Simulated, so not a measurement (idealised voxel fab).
This is a process module. Its name is voxel transistor to metal.
Cross-section cut spans 195 nm and uses square cells 5 nm in size.
Each cross-section below is a grid of square cells, stated as bands in top-down order, with one or more rows of cells making up each band.
For a band, the entry starts with two heights in nm, that of the top and then that of the bottom, and carries on with the band's materials in order from left to right, each alongside its width in nm; the word "all across" beside a single material means it fills the band edge to edge, and "empty" means empty space.
Height datum 0, below which the as-received substrate wafer is one material. Lowest band open at the bottom, running downward: "0 nm and below".
The two numbers in a width such as "30 to 40" mark its ends across the band: the first belongs to the top row of cells, the second to the bottom row, and from each row to the next the width moves by the same amount.
The cross-section has no changed cell in any step marked "everything unchanged".
Empty spaces without an open route to the top, at least 8 cells in extent, make up the entry "Trapped cavities"; each is given as width x height at distance, where the distance is measured from the left edge, and all are in nm.
What comes after the settings on a step's line is commentary from the simulator itself on that step.
When a step includes a mask, the "overlay nm" setting on its line states how far to the right of its planned place that mask lay, and negative values state how far to the left.

## Set out below are the planned steps of the process
- 1: RECEIVE,material Si
- 2: CONFORMAL_DEP,material SiO2,thk nm 5
- 3: CONFORMAL_DEP,material SiN,thk nm 15
- 4: PATTERN,tone cover,mask id ACTIVE,material resist,width nm 115,thk nm 15,overlay nm 0
- 5: DIRECTIONAL_ETCH,etch materials SiN,depth nm 15
- 6: DIRECTIONAL_ETCH,etch materials SiO2,depth nm 5
- 7: DIRECTIONAL_ETCH,etch materials Si,depth nm 35
- 8: STRIP,etch materials resist
- 9: OXIDIZE,depth nm 5
- 10: FILL_DEP,material SiO2,thk nm 5
- 11: CMP,height nm 20
- 12: SELECTIVE_ETCH,etch materials SiO2,depth nm 10
- 13: STRIP,etch materials SiN
- 14: SELECTIVE_ETCH,etch materials SiO2,depth nm 5
- 15: OXIDIZE,depth nm 5
- 16: DIRECTIONAL_DEP,material polySi,thk nm 30
- 17: DIRECTIONAL_DEP,material SiCN,thk nm 15
- 18: PATTERN,tone cover,mask id GATE,material resist,width nm 35,thk nm 15,overlay nm 0
- 19: DIRECTIONAL_ETCH,etch materials SiCN,depth nm 25
- 20: DIRECTIONAL_ETCH,etch materials polySi,depth nm 40
- 21: STRIP,etch materials resist
- 22: CONFORMAL_DEP,material SiN,thk nm 5
- 23: DIRECTIONAL_ETCH,etch materials SiN,depth nm 5
- 24: DIRECTIONAL_ETCH,etch materials SiO2,depth nm 5
- 25: DIRECTIONAL_ETCH,etch materials Si,depth nm 15
- 26: EPI,material nSi,thk nm 20
- 27: FILL_DEP,material SiO2,thk nm 5
- 28: CMP,height nm 30
- 29: STRIP,etch materials polySi
- 30: SELECTIVE_ETCH,etch materials SiO2,depth nm 5
- 31: CONFORMAL_DEP,material HfO2,thk nm 5
- 32: CONFORMAL_DEP,material TiN,thk nm 5
- 33: FILL_DEP,material W,thk nm 10
- 34: CMP,height nm 25
- 35: DIRECTIONAL_DEP,material SiO2,thk nm 15
- 36: DIRECTIONAL_DEP,material aC,thk nm 15
- 37: PATTERN,tone open,mask id CONTACT,material resist,width nm 15,pitch nm 90,thk nm 35,overlay nm 0
- 38: DIRECTIONAL_ETCH,etch materials aC,depth nm 15
- 39: STRIP,etch materials resist
- 40: DIRECTIONAL_ETCH,etch materials SiO2,depth nm 40
- 41: STRIP,etch materials aC
- 42: CONFORMAL_DEP,material TiN,thk nm 5
- 43: FILL_DEP,material W,thk nm 5
- 44: CMP,height nm 40
- 45: CONFORMAL_DEP,material SiCN,thk nm 5
- 46: DIRECTIONAL_DEP,material SiO2,thk nm 20
- 47: PATTERN,tone open,mask id METAL_1,material resist,width nm 15,pitch nm 90,thk nm 20,overlay nm 0
- 48: DIRECTIONAL_ETCH,etch materials SiO2,depth nm 20
- 49: DIRECTIONAL_ETCH,etch materials SiCN,depth nm 5
- 50: STRIP,etch materials resist
- 51: CONFORMAL_DEP,material TiN,thk nm 5
- 52: FILL_DEP,material Cu,thk nm 10
- 53: CMP,height nm 65
- 54: EPI,material Ru,thk nm 5
- 55: FILL_DEP,material SiCN,thk nm 5
- 56: DIRECTIONAL_DEP,material SiO2,thk nm 25
- 57: PATTERN,tone open,mask id METAL_2,material resist,width nm 15,pitch nm 90,thk nm 20,overlay nm 0
- 58: DIRECTIONAL_ETCH,etch materials SiO2,depth nm 15
- 59: STRIP,etch materials resist
- 60: MASKED_ETCH,tone open,mask id METAL_2_HOLES,width nm 15,pitch nm 90,etch materials SiO2,depth nm 10,overlay nm 0
- 61: MASKED_ETCH,tone open,mask id METAL_2_HOLES,width nm 15,pitch nm 90,etch materials SiCN,depth nm 5,overlay nm 0
- 62: CONFORMAL_DEP,material TiN,thk nm 5
- 63: FILL_DEP,material Cu,thk nm 10
- 64: CMP,height nm 100
- 65: CONFORMAL_DEP,material SiN,thk nm 5
Heads up: all these wafers start the same, and what changes between them is the width nm in step 47. The value you see in the plan is just what the first wafer got.

## Cross-section of the first incoming wafer of several, state after step 1
	0 nm and below  Si all across
	Trapped cavities: none

## Wafer rows, end of module: cells per material gained (+) or lost (-) since receipt; closed voids last
width nm 15; +18 Cu; +19 HfO2; +10 Ru; -201 Si; +95 SiCN; +51 SiN; +638 SiO2; +95 TiN; +20 W; +74 nSi; Trapped cavities: none
width nm 20; +26 Cu; +19 HfO2; +12 Ru; -201 Si; +91 SiCN; +51 SiN; +630 SiO2; +97 TiN; +20 W; +74 nSi; Trapped cavities: none
width nm 25; +34 Cu; +19 HfO2; +14 Ru; -201 Si; +87 SiCN; +51 SiN; +622 SiO2; +99 TiN; +20 W; +74 nSi; Trapped cavities: none
width nm 30; +42 Cu; +19 HfO2; +16 Ru; -201 Si; +83 SiCN; +51 SiN; +614 SiO2; +101 TiN; +20 W; +74 nSi; Trapped cavities: none
